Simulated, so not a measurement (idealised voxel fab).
The process module presented herein is designated voxel gate over fins.
Cross-sectional view cut (width: 185 nm; square cell size: 5 nm).
Cross-section, as written here: a square-cell grid given band by band from the top down, where a band holds one or more rows of cells.
Look at the band entry: it leads with the top's height and the bottom's height in nm. Then it lists the materials left to right, with a width in nm for each. The word "all across" on a single material says that material fills the band edge to edge. The word "empty" is empty space.
Convention: height 0 is the level below which the wafer, as received, is all one material. The lowest band does not terminate at the bottom but continues downward, represented as "top 0, no bottom".
When a width is written as two numbers, as in "30 to 40", the first number is the width in the top row of cells of the band and the second is the width in its bottom row, and the width changes by the same amount from each row to the next.
No cell of the cross-section changed in a step that is given as "identical to before".
Empty spaces without an open route to the top, at least 8 cells in extent, make up the entry "Enclosed void catalog"; each is given as width x height at distance, where the distance is measured from the left edge, and all are in nm.
That trailing text on a step's line, after the settings, is the simulator's own remark on the step.
"overlay nm" on a masked step: distance the mask lay right of its planned place, negative for left.

-- This section lists the process steps that were planned
- 1: RECEIVE: material Si
- 2: CONFORMAL_DEP: material SiN, thk nm 5
- 3: PATTERN: tone cover, mask id FINS, material resist, width nm 15, pitch nm 35, thk nm 20, overlay nm -15
- 4: DIRECTIONAL_ETCH: etch materials SiN, depth nm 5
- 5: DIRECTIONAL_ETCH: etch materials Si, depth nm 40
- 6: STRIP: etch materials resist
- 7: FILL_DEP: material SiO2, thk nm 10
- 8: CMP: height nm 5
- 9: SELECTIVE_ETCH: etch materials SiO2, depth nm 15
- 10: STRIP: etch materials SiN
- 11: CONFORMAL_DEP: material HfO2, thk nm 5
- 12: CONFORMAL_DEP: material TiN, thk nm 5
- 13: FILL_DEP: material W, thk nm 10
- 14: CMP: height nm 15
- 15: CONFORMAL_DEP: material SiCN, thk nm 10
It is noted that the wafers described herein are identical at the outset and are distinguished by the overlay nm of step 3; the value stated in the plan corresponds to the first wafer.

-- The as-received cross-section of the first of several wafers corresponds to the state after step 1
  top 0, no bottom | Si all across
  Enclosed void catalog: none

-- First of several wafers in cross-section at module end, following the final step, step 15
  top 25, bottom 15 | SiCN all across
  top 15, bottom 10 | W all across
  top 10, bottom 5 | W=25; TiN=105; W=55
  top 5, bottom 0 | W=25; TiN=5; HfO2=25; TiN=10; HfO2=25; TiN=10; HfO2=25; TiN=5; W=55
  top 0, bottom -5 | TiN=30; HfO2=5; Si=15; HfO2=5; TiN=10; HfO2=5; Si=15; HfO2=5; TiN=10; HfO2=5; Si=15; HfO2=5; TiN=60
  top -5, bottom -10 | HfO2=35; Si=15; HfO2=20; Si=15; HfO2=20; Si=15; HfO2=65
  top -10, bottom -40 | SiO2=35; Si=15; SiO2=20; Si=15; SiO2=20; Si=15; SiO2=65
  top -40, no bottom | Si all across
  Enclosed void catalog: none

-- Final wafer of several, shown in cross-section at the end of the module
  top 25, bottom 15 | SiCN all across
  top 15, bottom 10 | W all across
  top 10, bottom 5 | W=55; TiN=105; W=25
  top 5, bottom 0 | W=55; TiN=5; HfO2=25; TiN=10; HfO2=25; TiN=10; HfO2=25; TiN=5; W=25
  top 0, bottom -5 | TiN=60; HfO2=5; Si=15; HfO2=5; TiN=10; HfO2=5; Si=15; HfO2=5; TiN=10; HfO2=5; Si=15; HfO2=5; TiN=30
  top -5, bottom -10 | HfO2=65; Si=15; HfO2=20; Si=15; HfO2=20; Si=15; HfO2=35
  top -10, bottom -40 | SiO2=65; Si=15; SiO2=20; Si=15; SiO2=20; Si=15; SiO2=35
  top -40, no bottom | Si all across
  Enclosed void catalog: none

-- Note: the following table is arranged by wafer, a row apiece. Each row reports the end-of-module state: per material, cells gained (+) or cells lost (-) compared with the wafer as received; closed voids follow
overlay nm -15; +49 HfO2; -224 Si; +74 SiCN; +168 SiO2; +49 TiN; +69 W; Enclosed void catalog: none
overlay nm -10; +49 HfO2; -224 Si; +74 SiCN; +168 SiO2; +49 TiN; +69 W; Enclosed void catalog: none
overlay nm -5; +49 HfO2; -224 Si; +74 SiCN; +168 SiO2; +49 TiN; +69 W; Enclosed void catalog: none
overlay nm 0; +49 HfO2; -224 Si; +74 SiCN; +168 SiO2; +49 TiN; +69 W; Enclosed void catalog: none
overlay nm 5; +49 HfO2; -224 Si; +74 SiCN; +168 SiO2; +49 TiN; +69 W; Enclosed void catalog: none
overlay nm 10; +49 HfO2; -224 Si; +74 SiCN; +168 SiO2; +49 TiN; +69 W; Enclosed void catalog: none
overlay nm 15; +49 HfO2; -224 Si; +74 SiCN; +168 SiO2; +49 TiN; +69 W; Enclosed void catalog: none
